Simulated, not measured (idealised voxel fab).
process module | voxel wiring stack
The figure presents cross-section cut, which has a width of 280 nm and is divided into square cells with an edge length of 5 nm.
Cross-sections here: square-cell grids, written as top-down lists of bands, a band being one or more rows of cells.
In this notation a band is specified by the heights of its top and bottom, in that order and in nm, after which its materials appear from left to right, each paired with its width in nm. The word "throughout" attached to a single material means that material fills the band from edge to edge; the word "empty" stands for empty space.
Where do heights start? At 0: under that level the wafer as delivered is made of one material only. And the lowest band has no floor; it just carries on downward, as in "0 nm and below".
Per-row width for "30..40": begins at first number (top row of band), ends at second number (bottom row), increment between rows held constant.
Any step labelled "all unchanged" changed none of the cells in the cross-section.
Empty spaces counting at least 8 cells and having no open way to the top are listed in "Enclosed cavities". The notation width x height at distance is used for each, the distance being from the left edge and all three values in nm.
Heads up: the bit after the settings on a step's line is the simulator's remark on that step.
"overlay nm" answers the question of how far to the right of plan the mask lay on a step that has a mask, and when it is negative the answer is to the left.
The steps planned for the process are as follows
1) RECEIVE, material Si
2) CONFORMAL_DEP, material SiO2, thk nm 10
3) DIRECTIONAL_DEP, material TiN, thk nm 5
4) DIRECTIONAL_DEP, material W, thk nm 15
5) MASKED_ETCH, tone cover, mask id METAL_1, width nm 25, pitch nm 40, etch materials W, depth nm 15, overlay nm -15
6) MASKED_ETCH, tone cover, mask id METAL_1, width nm 25, pitch nm 40, etch materials TiN, depth nm 5, overlay nm 0
7) CONFORMAL_DEP, material SiCN, thk nm 5
8) FILL_DEP, material SiO2, thk nm 5
9) CMP, height nm 30
10) CONFORMAL_DEP, material SiCN, thk nm 5
11) DIRECTIONAL_DEP, material SiO2, thk nm 20
12) DIRECTIONAL_DEP, material aC, thk nm 15
13) PATTERN, tone open, mask id PLUG_1, material resist, width nm 15, pitch nm 40, thk nm 35, overlay nm 0
14) DIRECTIONAL_ETCH, etch materials aC, depth nm 15
15) STRIP, etch materials resist
16) DIRECTIONAL_ETCH, etch materials SiO2, depth nm 20
17) DIRECTIONAL_ETCH, etch materials SiCN, depth nm 5
18) STRIP, etch materials aC
19) CONFORMAL_DEP, material TiN, thk nm 5
20) FILL_DEP, material Cu, thk nm 5
21) CMP, height nm 55
22) DIRECTIONAL_DEP, material TiN, thk nm 5
23) DIRECTIONAL_DEP, material W, thk nm 15
24) DIRECTIONAL_DEP, material aC, thk nm 15
25) PATTERN, tone cover, mask id METAL_2, material resist, width nm 25, pitch nm 40, thk nm 35, overlay nm 0
26) DIRECTIONAL_ETCH, etch materials aC, depth nm 15
27) STRIP, etch materials resist
28) DIRECTIONAL_ETCH, etch materials W, depth nm 15
29) DIRECTIONAL_ETCH, etch materials TiN, depth nm 5
30) STRIP, etch materials aC
31) CONFORMAL_DEP, material SiN, thk nm 5
32) FILL_DEP, material SiO2, thk nm 5
33) CMP, height nm 75
34) CONFORMAL_DEP, material SiCN, thk nm 5
35) DIRECTIONAL_DEP, material lowk, thk nm 30
36) MASKED_ETCH, tone open, mask id METAL_3, width nm 25, pitch nm 40, etch materials lowk, depth nm 20, overlay nm 0
37) DIRECTIONAL_DEP, material aC, thk nm 15
38) PATTERN, tone open, mask id METAL_3_HOLES, material resist, width nm 15, pitch nm 40, thk nm 35, overlay nm 0
39) DIRECTIONAL_ETCH, etch materials aC, depth nm 15
40) STRIP, etch materials resist
41) DIRECTIONAL_ETCH, etch materials lowk, depth nm 10
42) DIRECTIONAL_ETCH, etch materials SiCN, depth nm 5
43) STRIP, etch materials aC
44) CONFORMAL_DEP, material TiN, thk nm 5
45) FILL_DEP, material Cu, thk nm 10
46) CMP, height nm 110
47) CONFORMAL_DEP, material SiCN, thk nm 5
48) DIRECTIONAL_DEP, material SiO2, thk nm 15
49) DIRECTIONAL_DEP, material aC, thk nm 15
50) PATTERN, tone open, mask id PLUG_3, material resist, width nm 15, thk nm 30, overlay nm 0
51) DIRECTIONAL_ETCH, etch materials aC, depth nm 15
52) STRIP, etch materials resist
53) DIRECTIONAL_ETCH, etch materials SiO2, depth nm 15
54) DIRECTIONAL_ETCH, etch materials SiCN, depth nm 5
55) STRIP, etch materials aC
56) CONFORMAL_DEP, material TiN, thk nm 5
57) FILL_DEP, material Ru, thk nm 5
58) CMP, height nm 130
59) DIRECTIONAL_DEP, material TiN, thk nm 5
60) DIRECTIONAL_DEP, material Ru, thk nm 25
61) DIRECTIONAL_DEP, material aC, thk nm 10
62) PATTERN, tone cover, mask id METAL_4, material resist, width nm 25, pitch nm 40, thk nm 25, overlay nm 0
63) DIRECTIONAL_ETCH, etch materials aC, depth nm 10
64) STRIP, etch materials resist
65) DIRECTIONAL_ETCH, etch materials Ru, depth nm 25
66) DIRECTIONAL_ETCH, etch materials TiN, depth nm 5
67) STRIP, etch materials aC
68) CONFORMAL_DEP, material SiN, thk nm 5
69) FILL_DEP, material lowk, thk nm 10
70) CMP, height nm 160
71) CONFORMAL_DEP, material SiCN, thk nm 5
Variable across wafers: step 5 overlay nm (plan value is that of the first wafer; starting state common to all).
Cross-section of the first of several wafers as received (after step 1)
  0 nm and below | Si throughout
  Enclosed cavities: none
Where each wafer stands at the end of the module, a row apiece: cells of each material gained (+) or lost (-) since it was received, then closed voids
overlay nm -15 | +32 Cu | +53 Ru | +265 SiCN | +124 SiN | +719 SiO2 | +101 TiN | +60 W | +494 lowk | Enclosed cavities: none
overlay nm -10 | +32 Cu | +53 Ru | +266 SiCN | +124 SiN | +720 SiO2 | +99 TiN | +60 W | +494 lowk | Enclosed cavities: none
overlay nm -5 | +32 Cu | +53 Ru | +267 SiCN | +124 SiN | +721 SiO2 | +97 TiN | +60 W | +494 lowk | Enclosed cavities: none
overlay nm 0 | +32 Cu | +53 Ru | +267 SiCN | +124 SiN | +723 SiO2 | +95 TiN | +60 W | +494 lowk | Enclosed cavities: none
overlay nm 5 | +32 Cu | +53 Ru | +267 SiCN | +124 SiN | +721 SiO2 | +97 TiN | +60 W | +494 lowk | Enclosed cavities: none
overlay nm 10 | +32 Cu | +53 Ru | +266 SiCN | +124 SiN | +720 SiO2 | +99 TiN | +60 W | +494 lowk | Enclosed cavities: none
overlay nm 15 | +32 Cu | +53 Ru | +265 SiCN | +124 SiN | +719 SiO2 | +101 TiN | +60 W | +494 lowk | Enclosed cavities: none
